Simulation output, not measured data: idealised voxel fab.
The following is a process module called voxel released beams.
The figure presents cross-section cut, which has a width of 285 nm and is divided into square cells with an edge length of 5 nm.
Bands, listed from the top down, are how a cross-section gets written in this document; the cross-section itself is a grid of square cells, and a band is one or more rows of them. First you get the band's top height and its bottom height, in nm, and then the materials it's made of, left to right, with each width in nm. If you see a single material with "edge to edge", that one covers the band edge to edge. "empty" is empty space. Beneath 0, the wafer as received is one material, and that level is where height counting begins. The lowest band goes on downward without a bottom; it is written like "top 0, no bottom". A width given as "30->40" starts at the first number in the band's top row and ends at the second number in its bottom row, shifting by an equal amount at every step from row to row. The designation "everything unchanged", where it is given for a processing step, indicates that no cell of the cross-section was altered in the course of that step. Voids not open to the top, 8 cells minimum: see "Sealed internal cavities". Written width x height at distance; distance is from the left edge; nm. The remark found on a step's line after its settings is issued by the simulator itself and pertains to that step. You can add "overlay nm" to a step's line. For a step with a mask, it describes how far the mask lay to the right of its planned position, and a negative number describes a lay to the left.
Planned process steps:
1,RECEIVE | material Si
2,CONFORMAL_DEP | material SiN | thk nm 5
3,DIRECTIONAL_DEP | material SiO2 | thk nm 10
4,PATTERN | tone open | mask id ANCHOR | material resist | width nm 35 | thk nm 15 | overlay nm 0
5,DIRECTIONAL_ETCH | etch materials SiO2 | depth nm 10
6,STRIP | etch materials resist
7,CONFORMAL_DEP | material polySi | thk nm 15
8,DIRECTIONAL_DEP | material aC | thk nm 10
9,PATTERN | tone cover | mask id BEAM | material resist | width nm 115 | thk nm 25 | overlay nm 0
10,DIRECTIONAL_ETCH | etch materials aC | depth nm 10
11,STRIP | etch materials resist
12,DIRECTIONAL_ETCH | etch materials polySi | depth nm 15
13,STRIP | etch materials aC
14,STRIP | etch materials SiO2
Incoming wafer in cross-section (state: after step 1):
    top 0, no bottom  Si edge to edge
    Sealed internal cavities: none
First wafer at the end, as planned:
    top 30, bottom 20  80 of empty  20 of polySi  5 of empty  90 of polySi  90 of empty
    top 20, bottom 15  80 of empty  115 of polySi  90 of empty
    top 15, bottom 5  85 of empty  35 of polySi  165 of empty
    top 5, bottom 0  SiN edge to edge
    top 0, no bottom  Si edge to edge
    Sealed internal cavities: none
Presented here is a cross-section of the second of the two wafers as it stood at the end of the module. It was started in the same manner and assigned the same plan as the first wafer; however, one mistake was made in its execution:
    top 30, bottom 20  85 of empty  15 of polySi  5 of empty  95 of polySi  85 of empty
    top 20, bottom 15  85 of empty  115 of polySi  85 of empty
    top 15, bottom 5  85 of empty  35 of polySi  165 of empty
    top 5, bottom 0  SiN edge to edge
    top 0, no bottom  Si edge to edge
    Sealed internal cavities: none
Misprocessing identified: in deviation from the planned setting, step 9 was conducted as PATTERN | tone cover | mask id BEAM | material resist | width nm 115 | thk nm 25 | overlay nm 5
End check, second vs first wafer: material counts in cells match, positions do not.
